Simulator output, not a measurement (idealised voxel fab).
process module | voxel gate over fins
cross-section cut | 145 nm wide | cells 5 nm
A cross-section is a grid of square cells, given in bands from the top down. A band is one or more rows of cells.
Each band's line starts with the height of the band's top and of its bottom, in nm. Then come its materials from left to right, each with its width in nm. One material with "throughout" fills the band from edge to edge. "air" is empty space.
Height 0 is the level under which the wafer as received is all one material. The lowest band goes on downwards, as in "0 down".
A width such as "30 to 40" changes by the same amount from each row of cells to the next, from the band's top row to its bottom row.
"no change" after a step means that no cell of the cross-section changed.
closed voids: empty space of 8 cells or more with no open way to the top, each as width x height at its distance from the left edge, in nm
after a step's settings: what the simulator itself notes on the step
overlay nm, on a step with a mask: how far to the right of its planned place the mask lay; to the left if negative
Each pair below shows a cross-section before one step and the cross-section after it, down to the lowest band that changed. The line under each pair gives the step between them, with its settings. The pairs can come from different runs of this module on the same starting wafer, so a pair continues from the pair above only where its "before" says so.
before
  15 to 10: TiAl 45 | air 5 | TiAl 45 | air 5 | TiAl 45
  10 to 5: TiAl 5 | TiN 35 | TiAl 5 | air 5 | TiAl 5 | TiN 35 | TiAl 5 | air 5 | TiAl 5 | TiN 35 | TiAl 5
  5 to 0: TiAl 5 | TiN 5 | HfO2 25 | TiN 5 | TiAl 15 | TiN 5 | HfO2 25 | TiN 5 | TiAl 15 | TiN 5 | HfO2 25 | TiN 5 | TiAl 5
  0 to -5: TiN 10 | HfO2 5 | Si 15 | HfO2 5 | TiN 25 | HfO2 5 | Si 15 | HfO2 5 | TiN 25 | HfO2 5 | Si 15 | HfO2 5 | TiN 10
  -5 to -10: HfO2 15 | Si 15 | HfO2 35 | Si 15 | HfO2 35 | Si 15 | HfO2 15
  -10 to -15: SiO2 15 | Si 15 | SiO2 35 | Si 15 | SiO2 35 | Si 15 | SiO2 15
  -15 to -30: SiO2 15 | Si 15 | SiO2 5 | TiN 5 | Ru 15 | TiN 5 | SiO2 5 | Si 15 | SiO2 35 | Si 15 | SiO2 15
  -30 to -35: SiO2 15 | Si 15 | SiO2 5 | TiN 25 | SiO2 5 | Si 15 | SiO2 35 | Si 15 | SiO2 15
  -35 to -40: SiO2 15 | Si 15 | SiO2 35 | Si 15 | SiO2 35 | Si 15 | SiO2 15
  -40 down: Si throughout
  closed voids: none
after
  20 to 15: TiN throughout
  15 to 10: TiAl 45 | TiN 5 | TiAl 45 | TiN 5 | TiAl 45
  10 to 5: TiAl 5 | TiN 35 | TiAl 5 | TiN 5 | TiAl 5 | TiN 35 | TiAl 5 | TiN 5 | TiAl 5 | TiN 35 | TiAl 5
  below 5: unchanged
  closed voids: none
the step between: op CONFORMAL_DEP | material TiN | thk nm 5
before: the cross-section after the pair above
after
  35 to 20: W throughout
  below 20: unchanged
  closed voids: none
the step between: op FILL_DEP | material W | thk nm 15
before: the cross-section after the pair above
after
  30 to 20: W throughout
  below 20: unchanged
  closed voids: none
the step between: op CMP | height nm 30
before: the cross-section after the pair above
after
  40 to 30: SiN throughout
  below 30: unchanged
  closed voids: none
the step between: op CONFORMAL_DEP | material SiN | thk nm 10
before
  5 to 0: SiO2 15 | SiN 15 | SiO2 35 | SiN 15 | SiO2 35 | SiN 15 | SiO2 15
  0 to -40: SiO2 15 | Si 15 | SiO2 35 | Si 15 | SiO2 35 | Si 15 | SiO2 15
  -40 down: Si throughout
  closed voids: none
after
  20 to 5: resist 45 | air 15 | resist 85
  below 5: unchanged
  closed voids: none
the step between: op PATTERN | tone open | mask id RAIL | material resist | width nm 15 | thk nm 15 | overlay nm 5
before: the cross-section after the pair above
after
  20 to 5: resist 45 | air 15 | resist 85
  5 to 0: SiO2 15 | SiN 15 | SiO2 15 | air 15 | SiO2 5 | SiN 15 | SiO2 35 | SiN 15 | SiO2 15
  0 to -35: SiO2 15 | Si 15 | SiO2 15 | air 15 | SiO2 5 | Si 15 | SiO2 35 | Si 15 | SiO2 15
  below -35: unchanged
  closed voids: none
the step between: op DIRECTIONAL_ETCH | etch materials SiO2 | depth nm 40
before: the cross-section after the pair above
after
  5 to 0: SiO2 15 | SiN 15 | SiO2 15 | air 15 | SiO2 5 | SiN 15 | SiO2 35 | SiN 15 | SiO2 15
  below 0: unchanged
  closed voids: none
the step between: op STRIP | etch materials resist
before: the cross-section after the pair above
after
  10 to 5: TiN 50 | air 5 | TiN 90
  5 to 0: SiO2 15 | SiN 15 | SiO2 15 | TiN 5 | air 5 | TiN 5 | SiO2 5 | SiN 15 | SiO2 35 | SiN 15 | SiO2 15
  0 to -30: SiO2 15 | Si 15 | SiO2 15 | TiN 5 | air 5 | TiN 5 | SiO2 5 | Si 15 | SiO2 35 | Si 15 | SiO2 15
  -30 to -35: SiO2 15 | Si 15 | SiO2 15 | TiN 15 | SiO2 5 | Si 15 | SiO2 35 | Si 15 | SiO2 15
  below -35: unchanged
  closed voids: none
the step between: op CONFORMAL_DEP | material TiN | thk nm 5
before: the cross-section after the pair above
after
  15 to 10: Ru throughout
  10 to 5: TiN 50 | Ru 5 | TiN 90
  5 to 0: SiO2 15 | SiN 15 | SiO2 15 | TiN 5 | Ru 5 | TiN 5 | SiO2 5 | SiN 15 | SiO2 35 | SiN 15 | SiO2 15
  0 to -30: SiO2 15 | Si 15 | SiO2 15 | TiN 5 | Ru 5 | TiN 5 | SiO2 5 | Si 15 | SiO2 35 | Si 15 | SiO2 15
  below -30: unchanged
  closed voids: none
the step between: op FILL_DEP | material Ru | thk nm 5
before: the cross-section after the pair above
after
  5 to 0: SiO2 15 | SiN 15 | SiO2 15 | TiN 5 | Ru 5 | TiN 5 | SiO2 5 | SiN 15 | SiO2 35 | SiN 15 | SiO2 15
  below 0: unchanged
  closed voids: none
the step between: op CMP | height nm 5
before: the cross-section after the pair above
after
  5 to 0: SiO2 15 | SiN 15 | SiO2 15 | air 15 | SiO2 5 | SiN 15 | SiO2 35 | SiN 15 | SiO2 15
  0 to -15: SiO2 15 | Si 15 | SiO2 15 | air 15 | SiO2 5 | Si 15 | SiO2 35 | Si 15 | SiO2 15
  below -15: unchanged
  closed voids: none
the step between: op SELECTIVE_ETCH | etch materials W Ru TiN | depth nm 20
before: the cross-section after the pair above
after
  10 to 5: SiO2 throughout
  5 to 0: SiO2 15 | SiN 15 | SiO2 35 | SiN 15 | SiO2 35 | SiN 15 | SiO2 15
  0 to -15: SiO2 15 | Si 15 | SiO2 35 | Si 15 | SiO2 35 | Si 15 | SiO2 15
  below -15: unchanged
  closed voids: none
the step between: op FILL_DEP | material SiO2 | thk nm 5
before: the cross-section after the pair above
after
  5 to 0: SiO2 15 | SiN 15 | SiO2 35 | SiN 15 | SiO2 35 | SiN 15 | SiO2 15
  below 0: unchanged
  closed voids: none
the step between: op CMP | height nm 5
before: the cross-section after the pair above
after
  5 to 0: air 15 | SiN 15 | air 35 | SiN 15 | air 35 | SiN 15 | air 15
  0 to -10: air 15 | Si 15 | air 35 | Si 15 | air 35 | Si 15 | air 15
  below -10: unchanged
  closed voids: none
the step between: op SELECTIVE_ETCH | etch materials SiO2 | depth nm 15
before: the cross-section after the pair above
after
  0 to -10: air 15 | Si 15 | air 35 | Si 15 | air 35 | Si 15 | air 15
  below -10: unchanged
  closed voids: none
the step between: op STRIP | etch materials SiN
before: the cross-section after the pair above
after
  5 to 0: air 10 | HfO2 25 | air 25 | HfO2 25 | air 25 | HfO2 25 | air 10
  0 to -5: air 10 | HfO2 5 | Si 15 | HfO2 5 | air 25 | HfO2 5 | Si 15 | HfO2 5 | air 25 | HfO2 5 | Si 15 | HfO2 5 | air 10
  -5 to -10: HfO2 15 | Si 15 | HfO2 35 | Si 15 | HfO2 35 | Si 15 | HfO2 15
  below -10: unchanged
  closed voids: none
the step between: op CONFORMAL_DEP | material HfO2 | thk nm 5
before: the cross-section after the pair above
after
  10 to 5: air 5 | TiN 35 | air 15 | TiN 35 | air 15 | TiN 35 | air 5
  5 to 0: air 5 | TiN 5 | HfO2 25 | TiN 5 | air 15 | TiN 5 | HfO2 25 | TiN 5 | air 15 | TiN 5 | HfO2 25 | TiN 5 | air 5
  0 to -5: TiN 10 | HfO2 5 | Si 15 | HfO2 5 | TiN 25 | HfO2 5 | Si 15 | HfO2 5 | TiN 25 | HfO2 5 | Si 15 | HfO2 5 | TiN 10
  below -5: unchanged
  closed voids: none
the step between: op CONFORMAL_DEP | material TiN | thk nm 5
before: the cross-section after the pair above
after
  15 to 10: TiAl 45 | air 5 | TiAl 45 | air 5 | TiAl 45
  10 to 5: TiAl 5 | TiN 35 | TiAl 5 | air 5 | TiAl 5 | TiN 35 | TiAl 5 | air 5 | TiAl 5 | TiN 35 | TiAl 5
  5 to 0: TiAl 5 | TiN 5 | HfO2 25 | TiN 5 | TiAl 15 | TiN 5 | HfO2 25 | TiN 5 | TiAl 15 | TiN 5 | HfO2 25 | TiN 5 | TiAl 5
  below 0: unchanged
  closed voids: none
the step between: op CONFORMAL_DEP | material TiAl | thk nm 5
before: the cross-section after the pair above
after
  20 to 15: TiN throughout
  15 to 10: TiAl 45 | TiN 5 | TiAl 45 | TiN 5 | TiAl 45
  10 to 5: TiAl 5 | TiN 35 | TiAl 5 | TiN 5 | TiAl 5 | TiN 35 | TiAl 5 | TiN 5 | TiAl 5 | TiN 35 | TiAl 5
  below 5: unchanged
  closed voids: none
the step between: op CONFORMAL_DEP | material TiN | thk nm 5
before: the cross-section after the pair above
after
  35 to 20: W throughout
  below 20: unchanged
  closed voids: none
the step between: op FILL_DEP | material W | thk nm 15
before: the cross-section after the pair above
after
  30 to 20: W throughout
  below 20: unchanged
  closed voids: none
the step between: op CMP | height nm 30
before: the cross-section after the pair above
after
  40 to 30: SiN throughout
  below 30: unchanged
  closed voids: none
the step between: op CONFORMAL_DEP | material SiN | thk nm 10
before
  5 to 0: SiO2 15 | SiN 15 | SiO2 10 | air 15 | SiO2 10 | SiN 15 | SiO2 35 | SiN 15 | SiO2 15
  0 to -35: SiO2 15 | Si 15 | SiO2 10 | air 15 | SiO2 10 | Si 15 | SiO2 35 | Si 15 | SiO2 15
  -35 to -40: SiO2 15 | Si 15 | SiO2 35 | Si 15 | SiO2 35 | Si 15 | SiO2 15
  -40 down: Si throughout
  closed voids: none
after
  10 to 5: TiAl 45 | air 5 | TiAl 95
  5 to 0: SiO2 15 | SiN 15 | SiO2 10 | TiAl 5 | air 5 | TiAl 5 | SiO2 10 | SiN 15 | SiO2 35 | SiN 15 | SiO2 15
  0 to -30: SiO2 15 | Si 15 | SiO2 10 | TiAl 5 | air 5 | TiAl 5 | SiO2 10 | Si 15 | SiO2 35 | Si 15 | SiO2 15
  -30 to -35: SiO2 15 | Si 15 | SiO2 10 | TiAl 15 | SiO2 10 | Si 15 | SiO2 35 | Si 15 | SiO2 15
  below -35: unchanged
  closed voids: none
the step between: op CONFORMAL_DEP | material TiAl | thk nm 5
before: the cross-section after the pair above
after
  15 to 10: Ru throughout
  10 to 5: TiAl 45 | Ru 5 | TiAl 95
  5 to 0: SiO2 15 | SiN 15 | SiO2 10 | TiAl 5 | Ru 5 | TiAl 5 | SiO2 10 | SiN 15 | SiO2 35 | SiN 15 | SiO2 15
  0 to -30: SiO2 15 | Si 15 | SiO2 10 | TiAl 5 | Ru 5 | TiAl 5 | SiO2 10 | Si 15 | SiO2 35 | Si 15 | SiO2 15
  below -30: unchanged
  closed voids: none
the step between: op FILL_DEP | material Ru | thk nm 5
before: the cross-section after the pair above
after
  5 to 0: SiO2 15 | SiN 15 | SiO2 10 | TiAl 5 | Ru 5 | TiAl 5 | SiO2 10 | SiN 15 | SiO2 35 | SiN 15 | SiO2 15
  below 0: unchanged
  closed voids: none
the step between: op CMP | height nm 5
before: the cross-section after the pair above
after
  5 to 0: SiO2 15 | SiN 15 | SiO2 10 | TiAl 5 | air 5 | TiAl 5 | SiO2 10 | SiN 15 | SiO2 35 | SiN 15 | SiO2 15
  0 to -15: SiO2 15 | Si 15 | SiO2 10 | TiAl 5 | air 5 | TiAl 5 | SiO2 10 | Si 15 | SiO2 35 | Si 15 | SiO2 15
  below -15: unchanged
  closed voids: none
the step between: op SELECTIVE_ETCH | etch materials W Ru TiN | depth nm 20
before: the cross-section after the pair above
after
  10 to 5: SiO2 throughout
  5 to 0: SiO2 15 | SiN 15 | SiO2 10 | TiAl 5 | SiO2 5 | TiAl 5 | SiO2 10 | SiN 15 | SiO2 35 | SiN 15 | SiO2 15
  0 to -15: SiO2 15 | Si 15 | SiO2 10 | TiAl 5 | SiO2 5 | TiAl 5 | SiO2 10 | Si 15 | SiO2 35 | Si 15 | SiO2 15
  below -15: unchanged
  closed voids: none
the step between: op FILL_DEP | material SiO2 | thk nm 5
before: the cross-section after the pair above
after
  5 to 0: SiO2 15 | SiN 15 | SiO2 10 | TiAl 5 | SiO2 5 | TiAl 5 | SiO2 10 | SiN 15 | SiO2 35 | SiN 15 | SiO2 15
  below 0: unchanged
  closed voids: none
the step between: op CMP | height nm 5
before: the cross-section after the pair above
after
  5 to 0: air 15 | SiN 15 | air 10 | TiAl 5 | air 5 | TiAl 5 | air 10 | SiN 15 | air 35 | SiN 15 | air 15
  0 to -10: air 15 | Si 15 | air 10 | TiAl 5 | air 5 | TiAl 5 | air 10 | Si 15 | air 35 | Si 15 | air 15
  below -10: unchanged
  closed voids: none
the step between: op SELECTIVE_ETCH | etch materials SiO2 | depth nm 15
before: the cross-section after the pair above
after
  5 to 0: air 40 | TiAl 5 | air 5 | TiAl 5 | air 90
  below 0: unchanged
  closed voids: none
the step between: op STRIP | etch materials SiN
before: the cross-section after the pair above
after
  10 to 5: air 35 | HfO2 25 | air 85
  5 to 0: air 10 | HfO2 30 | TiAl 5 | HfO2 5 | TiAl 5 | HfO2 30 | air 25 | HfO2 25 | air 10
  0 to -5: air 10 | HfO2 5 | Si 15 | HfO2 10 | TiAl 5 | HfO2 5 | TiAl 5 | HfO2 10 | Si 15 | HfO2 5 | air 25 | HfO2 5 | Si 15 | HfO2 5 | air 10
  -5 to -10: HfO2 15 | Si 15 | HfO2 10 | TiAl 5 | HfO2 5 | TiAl 5 | HfO2 10 | Si 15 | HfO2 35 | Si 15 | HfO2 15
  below -10: unchanged
  closed voids: none
the step between: op CONFORMAL_DEP | material HfO2 | thk nm 5
before: the cross-section after the pair above
after
  15 to 10: air 30 | TiN 35 | air 80
  10 to 5: air 5 | TiN 30 | HfO2 25 | TiN 30 | air 15 | TiN 35 | air 5
  5 to 0: air 5 | TiN 5 | HfO2 30 | TiAl 5 | HfO2 5 | TiAl 5 | HfO2 30 | TiN 5 | air 15 | TiN 5 | HfO2 25 | TiN 5 | air 5
  0 to -5: TiN 10 | HfO2 5 | Si 15 | HfO2 10 | TiAl 5 | HfO2 5 | TiAl 5 | HfO2 10 | Si 15 | HfO2 5 | TiN 25 | HfO2 5 | Si 15 | HfO2 5 | TiN 10
  below -5: unchanged
  closed voids: none
the step between: op CONFORMAL_DEP | material TiN | thk nm 5
before: the cross-section after the pair above
after
  20 to 15: air 25 | TiAl 45 | air 75
  15 to 10: TiAl 30 | TiN 35 | TiAl 30 | air 5 | TiAl 45
  10 to 5: TiAl 5 | TiN 30 | HfO2 25 | TiN 30 | TiAl 5 | air 5 | TiAl 5 | TiN 35 | TiAl 5
  5 to 0: TiAl 5 | TiN 5 | HfO2 30 | TiAl 5 | HfO2 5 | TiAl 5 | HfO2 30 | TiN 5 | TiAl 15 | TiN 5 | HfO2 25 | TiN 5 | TiAl 5
  below 0: unchanged
  closed voids: none
the step between: op CONFORMAL_DEP | material TiAl | thk nm 5
before: the cross-section after the pair above
after
  25 to 20: air 20 | TiN 55 | air 70
  20 to 15: TiN 25 | TiAl 45 | TiN 75
  15 to 10: TiAl 30 | TiN 35 | TiAl 30 | TiN 5 | TiAl 45
  10 to 5: TiAl 5 | TiN 30 | HfO2 25 | TiN 30 | TiAl 5 | TiN 5 | TiAl 5 | TiN 35 | TiAl 5
  below 5: unchanged
  closed voids: none
the step between: op CONFORMAL_DEP | material TiN | thk nm 5
before: the cross-section after the pair above
after
  40 to 25: W throughout
  25 to 20: W 20 | TiN 55 | W 70
  below 20: unchanged
  closed voids: none
the step between: op FILL_DEP | material W | thk nm 15
before: the cross-section after the pair above
after
  30 to 25: W throughout
  below 25: unchanged
  closed voids: none
the step between: op CMP | height nm 30
before: the cross-section after the pair above
after
  40 to 30: SiN throughout
  below 30: unchanged
  closed voids: none
the step between: op CONFORMAL_DEP | material SiN | thk nm 10
before
  5 to 0: SiN throughout
  0 down: Si throughout
  closed voids: none
after
  20 to 5: resist 15 | air 15 | resist 35 | air 15 | resist 35 | air 15 | resist 15
  below 5: unchanged
  closed voids: none
the step between: op PATTERN | tone open | mask id FINS | material resist | width nm 15 | pitch nm 50 | thk nm 15 | overlay nm 0
before: the cross-section after the pair above
after
  20 to 5: resist 15 | air 15 | resist 35 | air 15 | resist 35 | air 15 | resist 15
  5 to 0: SiN 15 | air 15 | SiN 35 | air 15 | SiN 35 | air 15 | SiN 15
  below 0: unchanged
  closed voids: none
the step between: op DIRECTIONAL_ETCH | etch materials SiN | depth nm 5
before: the cross-section after the pair above
after
  20 to 5: resist 15 | air 15 | resist 35 | air 15 | resist 35 | air 15 | resist 15
  5 to 0: SiN 15 | air 15 | SiN 35 | air 15 | SiN 35 | air 15 | SiN 15
  0 to -40: Si 15 | air 15 | Si 35 | air 15 | Si 35 | air 15 | Si 15
  below -40: unchanged
  closed voids: none
the step between: op DIRECTIONAL_ETCH | etch materials Si | depth nm 40
before: the cross-section after the pair above
after
  5 to 0: SiN 15 | air 15 | SiN 35 | air 15 | SiN 35 | air 15 | SiN 15
  below 0: unchanged
  closed voids: none
the step between: op STRIP | etch materials resist
before: the cross-section after the pair above
after
  20 to 5: SiO2 throughout
  5 to 0: SiN 15 | SiO2 15 | SiN 35 | SiO2 15 | SiN 35 | SiO2 15 | SiN 15
  0 to -40: Si 15 | SiO2 15 | Si 35 | SiO2 15 | Si 35 | SiO2 15 | Si 15
  below -40: unchanged
  closed voids: none
the step between: op FILL_DEP | material SiO2 | thk nm 15
before: the cross-section after the pair above
after
  5 to 0: SiN 15 | SiO2 15 | SiN 35 | SiO2 15 | SiN 35 | SiO2 15 | SiN 15
  below 0: unchanged
  closed voids: none
the step between: op CMP | height nm 5
before: the cross-section after the pair above
after
  20 to 5: resist 40 | air 15 | resist 90
  below 5: unchanged
  closed voids: none
the step between: op PATTERN | tone open | mask id RAIL | material resist | width nm 15 | thk nm 15 | overlay nm 0
before: the cross-section after the pair above
after
  5 to 0: SiN 15 | SiO2 15 | SiN 35 | SiO2 15 | SiN 35 | SiO2 15 | SiN 15
  below 0: unchanged
  closed voids: none
the step between: op STRIP | etch materials resist
before: the cross-section after the pair above
after
  10 to 5: TiN throughout
  below 5: unchanged
  closed voids: none
the step between: op CONFORMAL_DEP | material TiN | thk nm 5
before: the cross-section after the pair above
after
  15 to 10: Ru throughout
  below 10: unchanged
  closed voids: none
the step between: op FILL_DEP | material Ru | thk nm 5
before: the cross-section after the pair above
after
  5 to 0: SiN 15 | SiO2 15 | SiN 35 | SiO2 15 | SiN 35 | SiO2 15 | SiN 15
  below 0: unchanged
  closed voids: none
the step between: op CMP | height nm 5
before: the cross-section after the pair above
after
  10 to 5: SiO2 throughout
  below 5: unchanged
  closed voids: none
the step between: op FILL_DEP | material SiO2 | thk nm 5
before: the cross-section after the pair above
after
  5 to 0: SiN 15 | SiO2 15 | SiN 35 | SiO2 15 | SiN 35 | SiO2 15 | SiN 15
  below 0: unchanged
  closed voids: none
the step between: op CMP | height nm 5
before: the cross-section after the pair above
after
  5 to 0: SiN 15 | air 15 | SiN 35 | air 15 | SiN 35 | air 15 | SiN 15
  0 to -10: Si 15 | air 15 | Si 35 | air 15 | Si 35 | air 15 | Si 15
  below -10: unchanged
  closed voids: none
the step between: op SELECTIVE_ETCH | etch materials SiO2 | depth nm 15
before: the cross-section after the pair above
after
  0 to -10: Si 15 | air 15 | Si 35 | air 15 | Si 35 | air 15 | Si 15
  below -10: unchanged
  closed voids: none
the step between: op STRIP | etch materials SiN
before: the cross-section after the pair above
after
  5 to 0: HfO2 20 | air 5 | HfO2 45 | air 5 | HfO2 45 | air 5 | HfO2 20
  0 to -5: Si 15 | HfO2 5 | air 5 | HfO2 5 | Si 35 | HfO2 5 | air 5 | HfO2 5 | Si 35 | HfO2 5 | air 5 | HfO2 5 | Si 15
  -5 to -10: Si 15 | HfO2 15 | Si 35 | HfO2 15 | Si 35 | HfO2 15 | Si 15
  below -10: unchanged
  closed voids: none
the step between: op CONFORMAL_DEP | material HfO2 | thk nm 5
before: the cross-section after the pair above
after
  10 to 5: TiN throughout
  5 to 0: HfO2 20 | TiN 5 | HfO2 45 | TiN 5 | HfO2 45 | TiN 5 | HfO2 20
  0 to -5: Si 15 | HfO2 5 | TiN 5 | HfO2 5 | Si 35 | HfO2 5 | TiN 5 | HfO2 5 | Si 35 | HfO2 5 | TiN 5 | HfO2 5 | Si 15
  below -5: unchanged
  closed voids: none
the step between: op CONFORMAL_DEP | material TiN | thk nm 5
before: the cross-section after the pair above
after
  15 to 10: TiAl throughout
  below 10: unchanged
  closed voids: none
the step between: op CONFORMAL_DEP | material TiAl | thk nm 5
before: the cross-section after the pair above
after
  20 to 15: TiN throughout
  below 15: unchanged
  closed voids: none
the step between: op CONFORMAL_DEP | material TiN | thk nm 5
before: the cross-section after the pair above
after
  35 to 20: W throughout
  below 20: unchanged
  closed voids: none
the step between: op FILL_DEP | material W | thk nm 15
before: the cross-section after the pair above
after
  30 to 20: W throughout
  below 20: unchanged
  closed voids: none
the step between: op CMP | height nm 30
before: the cross-section after the pair above
after
  40 to 30: SiN throughout
  below 30: unchanged
  closed voids: none
the step between: op CONFORMAL_DEP | material SiN | thk nm 10
